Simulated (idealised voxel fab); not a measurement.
process module | voxel capacitor over wiring
cross-section cut | 215 nm wide | cells 5 nm
A cross-section is a grid of square cells, given in bands from the top down. A band is one or more rows of cells.
Each band's line starts with the height of the band's top and of its bottom, in nm. Then come its materials from left to right, each with its width in nm. One material with "throughout" fills the band from edge to edge. "air" is empty space.
Height 0 is the level under which the wafer as received is all one material. The lowest band goes on downwards, as in "0 down".
A width such as "30 to 40" changes by the same amount from each row of cells to the next, from the band's top row to its bottom row.
"no change" after a step means that no cell of the cross-section changed.
closed voids: empty space of 8 cells or more with no open way to the top, each as width x height at its distance from the left edge, in nm
after a step's settings: what the simulator itself notes on the step
overlay nm, on a step with a mask: how far to the right of its planned place the mask lay; to the left if negative
plan
1 op RECEIVE | material Si
2 op CONFORMAL_DEP | material SiO2 | thk nm 10
3 op DIRECTIONAL_DEP | material TiN | thk nm 5
4 op DIRECTIONAL_DEP | material Ru | thk nm 20
5 op DIRECTIONAL_DEP | material aC | thk nm 15
6 op PATTERN | tone cover | mask id METAL_1 | material resist | width nm 30 | pitch nm 95 | thk nm 30 | overlay nm 0
7 op DIRECTIONAL_ETCH | etch materials aC | depth nm 15
8 op STRIP | etch materials resist
9 op DIRECTIONAL_ETCH | etch materials Ru | depth nm 20
10 op DIRECTIONAL_ETCH | etch materials TiN | depth nm 5
11 op STRIP | etch materials aC
12 op CONFORMAL_DEP | material SiN | thk nm 5
13 op FILL_DEP | material lowk | thk nm 10
14 op CMP | height nm 35
15 op CONFORMAL_DEP | material SiCN | thk nm 5
16 op DIRECTIONAL_DEP | material SiO2 | thk nm 20
17 op MASKED_ETCH | tone open | mask id PLUG_1 | width nm 15 | etch materials SiO2 | depth nm 20 | overlay nm 0
18 op MASKED_ETCH | tone open | mask id PLUG_1 | width nm 15 | etch materials SiCN | depth nm 5 | overlay nm 0
19 op CONFORMAL_DEP | material TiN | thk nm 5
20 op FILL_DEP | material Ru | thk nm 5
21 op CMP | height nm 60
22 op DIRECTIONAL_DEP | material TiN | thk nm 5
23 op DIRECTIONAL_DEP | material HfO2 | thk nm 5
24 op DIRECTIONAL_DEP | material TiN | thk nm 5
25 op PATTERN | tone cover | mask id UPPER_PLATE | material resist | width nm 70 | thk nm 15 | overlay nm 0
26 op DIRECTIONAL_ETCH | etch materials TiN | depth nm 5
27 op DIRECTIONAL_ETCH | etch materials HfO2 | depth nm 5
28 op STRIP | etch materials resist
29 op PATTERN | tone cover | mask id LOWER_PLATE | material resist | width nm 80 | thk nm 20 | overlay nm 0
30 op DIRECTIONAL_ETCH | etch materials TiN | depth nm 5
31 op STRIP | etch materials resist
32 op FILL_DEP | material SiO2 | thk nm 20
33 op CMP | height nm 90
34 op PATTERN | tone open | mask id PLUG_2 | material resist | width nm 15 | thk nm 20 | overlay nm 0
35 op DIRECTIONAL_ETCH | etch materials SiO2 | depth nm 15
36 op STRIP | etch materials resist
37 op CONFORMAL_DEP | material TiN | thk nm 5
38 op FILL_DEP | material Cu | thk nm 10
39 op CMP | height nm 90
40 op CONFORMAL_DEP | material SiCN | thk nm 5
as received, after step 1
  0 down: Si throughout
  closed voids: none
a wafer at the end: this start, this plan, one mistake
  95 to 90: SiCN throughout
  90 to 80: SiO2 70 | TiN 5 | Cu 5 | TiN 5 | SiO2 130
  80 to 70: SiO2 70 to 60 | TiN 15 to 70 | SiO2 130 to 85
  70 to 65: SiO2 60 | HfO2 70 | SiO2 85
  65 to 60: SiO2 55 | TiN 80 | SiO2 80
  60 to 40: SiO2 60 | TiN 5 | Ru 5 | TiN 5 | SiO2 140
  40 to 35: SiCN 60 | TiN 15 | SiCN 140
  35 to 15: Ru 45 | SiN 5 | lowk 20 | SiN 5 | Ru 65 | SiN 5 | lowk 20 | SiN 5 | Ru 45
  15 to 10: TiN 45 | SiN 30 | TiN 65 | SiN 30 | TiN 45
  10 to 0: SiO2 throughout
  0 down: Si throughout
  closed voids: none
what went wrong: step 6 ran as: op PATTERN | tone open | mask id METAL_1 | material resist | width nm 30 | pitch nm 95 | thk nm 30 | overlay nm 0
